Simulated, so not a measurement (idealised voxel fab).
Module name: voxel transistor to metal (process module)
Xsec cut, 165 nm wide, square cell size 5 nm.
Cross-section, as written here: a square-cell grid given band by band from the top down, where a band holds one or more rows of cells.
Per band: top height and bottom height in nm, followed by the left-to-right materials and their widths in nm; "everywhere" marks a single material spanning edge to edge, "empty" marks empty space.
Height datum 0, below which the as-received substrate wafer is one material. Lowest band open at the bottom, running downward: "z 0 and below".
Read "30->40" as a graded width: first number on top, second number at the bottom, same change between each pair of neighbouring rows.
Where the words "same as before" appear for a step, the cross-section shows no cell changed by that step; every cell remained as before.
Closed empty spaces (no open way to the top) of 8 cells or more are what "Closed cavities" lists, each as width x height at distance from the left edge, nm for all three.
Read whatever lies past the settings on a step's line as the simulator's own remark about the step.
overlay nm: mask right of planned place by this much (step with mask). Neg. = left.
### Planned process steps
| 1 | op RECEIVE | material Si |
| 2 | op CONFORMAL_DEP | material SiO2 | thk nm 5 |
| 3 | op CONFORMAL_DEP | material SiN | thk nm 15 |
| 4 | op MASKED_ETCH | tone cover | mask id ACTIVE | width nm 105 | etch materials SiN | depth nm 15 | overlay nm 0 |
| 5 | op MASKED_ETCH | tone cover | mask id ACTIVE | width nm 105 | etch materials SiO2 | depth nm 5 | overlay nm 0 |
| 6 | op MASKED_ETCH | tone cover | mask id ACTIVE | width nm 105 | etch materials Si | depth nm 25 | overlay nm 0 |
| 7 | op FILL_DEP | material SiO2 | thk nm 15 |
| 8 | op CMP | height nm 20 |
| 9 | op SELECTIVE_ETCH | etch materials SiO2 | depth nm 10 |
| 10 | op STRIP | etch materials SiN |
| 11 | op SELECTIVE_ETCH | etch materials SiO2 | depth nm 5 |
| 12 | op OXIDIZE | depth nm 5 |
| 13 | op DIRECTIONAL_DEP | material polySi | thk nm 20 |
| 14 | op DIRECTIONAL_DEP | material SiCN | thk nm 15 |
| 15 | op DIRECTIONAL_DEP | material aC | thk nm 10 |
| 16 | op PATTERN | tone cover | mask id GATE | material resist | width nm 35 | thk nm 25 | overlay nm 0 |
| 17 | op DIRECTIONAL_ETCH | etch materials aC | depth nm 10 |
| 18 | op STRIP | etch materials resist |
| 19 | op DIRECTIONAL_ETCH | etch materials SiCN | depth nm 25 |
| 20 | op DIRECTIONAL_ETCH | etch materials polySi | depth nm 30 |
| 21 | op STRIP | etch materials aC |
| 22 | op CONFORMAL_DEP | material SiO2 | thk nm 5 |
| 23 | op DIRECTIONAL_ETCH | etch materials SiO2 | depth nm 5 |
| 24 | op CONFORMAL_DEP | material SiN | thk nm 10 |
| 25 | op DIRECTIONAL_ETCH | etch materials SiN | depth nm 10 |
| 26 | op DIRECTIONAL_ETCH | etch materials SiO2 | depth nm 5 |
| 27 | op DIRECTIONAL_ETCH | etch materials Si | depth nm 5 |
| 28 | op EPI | material nSi | thk nm 10 |
| 29 | op FILL_DEP | material SiO2 | thk nm 10 |
| 30 | op CMP | height nm 20 |
| 31 | op STRIP | etch materials polySi |
| 32 | op SELECTIVE_ETCH | etch materials SiO2 | depth nm 5 |
| 33 | op CONFORMAL_DEP | material HfO2 | thk nm 5 |
| 34 | op CONFORMAL_DEP | material TiN | thk nm 5 |
| 35 | op FILL_DEP | material W | thk nm 10 |
| 36 | op CMP | height nm 15 |
| 37 | op DIRECTIONAL_DEP | material SiO2 | thk nm 10 |
| 38 | op MASKED_ETCH | tone open | mask id CONTACT | width nm 15 | pitch nm 80 | etch materials SiO2 | depth nm 20 | overlay nm 0 |
| 39 | op CONFORMAL_DEP | material TiN | thk nm 5 |
| 40 | op FILL_DEP | material W | thk nm 5 |
| 41 | op CMP | height nm 25 |
| 42 | op CONFORMAL_DEP | material SiCN | thk nm 5 |
| 43 | op DIRECTIONAL_DEP | material SiO2 | thk nm 20 |
| 44 | op DIRECTIONAL_DEP | material aC | thk nm 10 |
| 45 | op PATTERN | tone open | mask id METAL_1 | material resist | width nm 15 | pitch nm 80 | thk nm 25 | overlay nm 0 |
| 46 | op DIRECTIONAL_ETCH | etch materials aC | depth nm 10 |
| 47 | op STRIP | etch materials resist |
| 48 | op DIRECTIONAL_ETCH | etch materials SiO2 | depth nm 20 |
| 49 | op DIRECTIONAL_ETCH | etch materials SiCN | depth nm 5 |
| 50 | op STRIP | etch materials aC |
| 51 | op CONFORMAL_DEP | material TiN | thk nm 5 |
| 52 | op FILL_DEP | material Cu | thk nm 10 |
| 53 | op CMP | height nm 50 |
| 54 | op CONFORMAL_DEP | material SiCN | thk nm 5 |
| 55 | op DIRECTIONAL_DEP | material lowk | thk nm 25 |
| 56 | op MASKED_ETCH | tone open | mask id METAL_2 | width nm 15 | pitch nm 80 | etch materials lowk | depth nm 15 | overlay nm 0 |
| 57 | op MASKED_ETCH | tone open | mask id METAL_2_HOLES | width nm 15 | pitch nm 80 | etch materials lowk | depth nm 10 | overlay nm 0 |
| 58 | op MASKED_ETCH | tone open | mask id METAL_2_HOLES | width nm 15 | pitch nm 80 | etch materials SiCN | depth nm 5 | overlay nm 0 |
| 59 | op CONFORMAL_DEP | material TiN | thk nm 5 |
| 60 | op FILL_DEP | material Ru | thk nm 5 |
| 61 | op CMP | height nm 80 |
| 62 | op CONFORMAL_DEP | material SiCN | thk nm 5 |
### Wafer as received: cross-section following step 1
	z 0 and below  Si everywhere
	Closed cavities: none
### First of two wafers: cross-section at end of module, run per plan
	z 85 to 80  SiCN everywhere
	z 80 to 55  35 of lowk; 5 of TiN; 5 of Ru; 5 of TiN; 65 of lowk; 5 of TiN; 5 of Ru; 5 of TiN; 35 of lowk
	z 55 to 50  35 of SiCN; 15 of TiN; 65 of SiCN; 15 of TiN; 35 of SiCN
	z 50 to 30  35 of SiO2; 5 of TiN; 5 of Cu; 5 of TiN; 65 of SiO2; 5 of TiN; 5 of Cu; 5 of TiN; 35 of SiO2
	z 30 to 25  35 of SiCN; 15 of TiN; 65 of SiCN; 15 of TiN; 35 of SiCN
	z 25 to 15  35 of SiO2; 5 of TiN; 5 of W; 5 of TiN; 65 of SiO2; 5 of TiN; 5 of W; 5 of TiN; 35 of SiO2
	z 15 to 10  35 of SiO2; 5 of TiN; 5 of W; 5 of TiN; 10 of SiN; 5 of HfO2; 5 of TiN; 25 of W; 5 of TiN; 5 of HfO2; 10 of SiN; 5 of TiN; 5 of W; 5 of TiN; 35 of SiO2
	z 10 to 5  35 of SiO2; 15 of TiN; 10 of SiN; 5 of HfO2; 5 of TiN; 25 of W; 5 of TiN; 5 of HfO2; 10 of SiN; 15 of TiN; 35 of SiO2
	z 5 to 0  30 of SiO2; 10 of SiN; 10 of nSi; 10 of SiN; 5 of HfO2; 35 of TiN; 5 of HfO2; 10 of SiN; 10 of nSi; 10 of SiN; 30 of SiO2
	z 0 to -5  40 of SiO2; 10 of nSi; 10 of SiO2; 45 of HfO2; 10 of SiO2; 10 of nSi; 40 of SiO2
	z -5 to -10  30 of SiO2; 10 of Si; 10 of nSi; 65 of Si; 10 of nSi; 10 of Si; 30 of SiO2
	z -10 to -25  30 of SiO2; 105 of Si; 30 of SiO2
	z -25 and below  Si everywhere
	Closed cavities: none
### Second of two wafers, module complete, sectioned: it shares the first wafer's start and plan but was run with one mistake
	z 85 to 80  SiCN everywhere
	z 80 to 55  lowk everywhere
	z 55 to 50  SiCN everywhere
	z 50 to 30  35 of SiO2; 5 of TiN; 5 of Cu; 5 of TiN; 65 of SiO2; 5 of TiN; 5 of Cu; 5 of TiN; 35 of SiO2
	z 30 to 25  35 of SiCN; 15 of TiN; 65 of SiCN; 15 of TiN; 35 of SiCN
	z 25 to 15  35 of SiO2; 5 of TiN; 5 of W; 5 of TiN; 65 of SiO2; 5 of TiN; 5 of W; 5 of TiN; 35 of SiO2
	z 15 to 10  35 of SiO2; 5 of TiN; 5 of W; 5 of TiN; 10 of SiN; 5 of HfO2; 5 of TiN; 25 of W; 5 of TiN; 5 of HfO2; 10 of SiN; 5 of TiN; 5 of W; 5 of TiN; 35 of SiO2
	z 10 to 5  35 of SiO2; 15 of TiN; 10 of SiN; 5 of HfO2; 5 of TiN; 25 of W; 5 of TiN; 5 of HfO2; 10 of SiN; 15 of TiN; 35 of SiO2
	z 5 to 0  30 of SiO2; 10 of SiN; 10 of nSi; 10 of SiN; 5 of HfO2; 35 of TiN; 5 of HfO2; 10 of SiN; 10 of nSi; 10 of SiN; 30 of SiO2
	z 0 to -5  40 of SiO2; 10 of nSi; 10 of SiO2; 45 of HfO2; 10 of SiO2; 10 of nSi; 40 of SiO2
	z -5 to -10  30 of SiO2; 10 of Si; 10 of nSi; 65 of Si; 10 of nSi; 10 of Si; 30 of SiO2
	z -10 to -25  30 of SiO2; 105 of Si; 30 of SiO2
	z -25 and below  Si everywhere
	Closed cavities: none
Want to know what went wrong? step 55 was run twice
Final tally in cells, some materials are higher or lower on the second wafer than on the first: Ru: 10 fewer, SiCN: 6 more, TiN: 26 fewer, lowk: 30 more
